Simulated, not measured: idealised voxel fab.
process module | voxel lift off
cross-section cut | 190 nm wide | cells 5 nm
A cross-section is a grid of square cells, given in bands from the top down. A band is one or more rows of cells.
Each band's line starts with the height of the band's top and of its bottom, in nm. Then come its materials from left to right, each with its width in nm. One material with "throughout" fills the band from edge to edge. "air" is empty space.
Height 0 is the level under which the wafer as received is all one material. The lowest band goes on downwards, as in "0 down".
A width such as "30 to 40" changes by the same amount from each row of cells to the next, from the band's top row to its bottom row.
"no change" after a step means that no cell of the cross-section changed.
closed voids: empty space of 8 cells or more with no open way to the top, each as width x height at its distance from the left edge, in nm
after a step's settings: what the simulator itself notes on the step
overlay nm, on a step with a mask: how far to the right of its planned place the mask lay; to the left if negative
plan
1 op RECEIVE | material Si
2 op CONFORMAL_DEP | material Al2O3 | thk nm 5
3 op PATTERN | tone open | mask id LINES | material resist | width nm 30 | pitch nm 60 | thk nm 20 | overlay nm 0
4 op DIRECTIONAL_DEP | material Ru | thk nm 5
5 op STRIP | etch materials resist
6 op CONFORMAL_DEP | material SiCN | thk nm 10
as received, after step 1
  0 down: Si throughout
  closed voids: none
first wafer at the end, as planned
  20 to 15: air 40 | SiCN 50 | air 10 | SiCN 50 | air 40
  15 to 10: SiCN throughout
  10 to 5: SiCN 50 | Ru 30 | SiCN 30 | Ru 30 | SiCN 50
  5 to 0: Al2O3 throughout
  0 down: Si throughout
  closed voids: none
second wafer at the end: like start, like plan, one mistake
  20 to 15: air 40 | Al2O3 50 | air 10 | Al2O3 50 | air 40
  15 to 10: Al2O3 throughout
  10 to 5: Al2O3 50 | Ru 30 | Al2O3 30 | Ru 30 | Al2O3 50
  5 to 0: Al2O3 throughout
  0 down: Si throughout
  closed voids: none
what went wrong: step 6 ran as: op CONFORMAL_DEP | material Al2O3 | thk nm 10
at the end the second wafer has, in cells: 84 more of Al2O3 | 84 fewer of SiCN
